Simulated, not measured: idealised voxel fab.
The following process module bears the name voxel self aligned vias.
Cross-sectional view cut (width: 165 nm; square cell size: 5 nm).
Cross-section layout: square cells on a grid; listed as bands, top to bottom; a band spans one or more cell rows. A band entry consists of two parts. The first gives the height of the band's top and the height of its bottom, in nm. The rest lists the band's materials from left to right, each with its width in nm. A single material labelled with the word "everywhere" fills the band from edge to edge, and the word "blank" marks empty space. Below 0: as-received wafer, all one material; heights counted from there. Lowest band: no bottom, goes on down, written "0 down". A two-number width, for instance "30->40", indicates that the width is equal to the first number in the top row of the band and to the second number in the bottom row, and that it changes by a constant amount per row of cells. What does "stayed the same" mean for a step? It means no cell of the cross-section changed in that step. Entry "Closed void list" = empty spaces >= 8 cells with no open way to the top; each as width x height at distance, distance from left edge, all nm. On a step's line, text after the settings is the simulator commenting on that step. On any step carrying a mask, the "overlay nm" setting, if present on the step's line, tells how far right of its planned place the mask lay; negative values point to the left.

# Intended process steps
1) RECEIVE,material Si
2) CONFORMAL_DEP,material SiO2,thk nm 15
3) CONFORMAL_DEP,material SiCN,thk nm 5
4) DIRECTIONAL_DEP,material lowk,thk nm 20
5) PATTERN,tone open,mask id LINES,material resist,width nm 20,pitch nm 60,thk nm 15,overlay nm 0
6) DIRECTIONAL_ETCH,etch materials lowk,depth nm 20
7) STRIP,etch materials resist
8) CONFORMAL_DEP,material TiN,thk nm 5
9) FILL_DEP,material Ru,thk nm 10
10) CMP,height nm 40
11) SELECTIVE_ETCH,etch materials W Ru TiN,depth nm 5
12) FILL_DEP,material SiN,thk nm 10
13) CMP,height nm 40
14) DIRECTIONAL_DEP,material lowk,thk nm 20
15) MASKED_ETCH,tone open,mask id VIAS,width nm 40,etch materials lowk,depth nm 20,overlay nm -15
16) MASKED_ETCH,tone open,mask id VIAS,width nm 40,etch materials SiN,depth nm 5,overlay nm 0
17) CONFORMAL_DEP,material TiN,thk nm 5
18) FILL_DEP,material W,thk nm 10
19) CMP,height nm 60
20) CONFORMAL_DEP,material SiCN,thk nm 5
Wafer-to-wafer difference: overlay nm, step 15. Common start. Plan = first wafer's value.

# First wafer of several, as received: cross-section after step 1
> 0 down | Si everywhere
> Closed void list: none

# Quick key for the table: a row per wafer, taken at the end of the module. For each material it tells you how many cells the wafer gained (+) or lost (-) since it came in, and the closed voids come after
overlay nm -15; +8 Ru; +66 SiCN; +5 SiN; +99 SiO2; +32 TiN; +19 W; +200 lowk; Closed void list: none
overlay nm -10; +8 Ru; +66 SiCN; +4 SiN; +99 SiO2; +32 TiN; +20 W; +200 lowk; Closed void list: none
overlay nm -5; +8 Ru; +66 SiCN; +4 SiN; +99 SiO2; +32 TiN; +20 W; +200 lowk; Closed void list: none
overlay nm 0; +8 Ru; +66 SiCN; +4 SiN; +99 SiO2; +32 TiN; +20 W; +200 lowk; Closed void list: none
overlay nm 5; +8 Ru; +66 SiCN; +4 SiN; +99 SiO2; +32 TiN; +20 W; +200 lowk; Closed void list: none
overlay nm 10; +8 Ru; +66 SiCN; +4 SiN; +99 SiO2; +32 TiN; +20 W; +200 lowk; Closed void list: none
overlay nm 15; +8 Ru; +66 SiCN; +5 SiN; +99 SiO2; +32 TiN; +19 W; +200 lowk; Closed void list: none
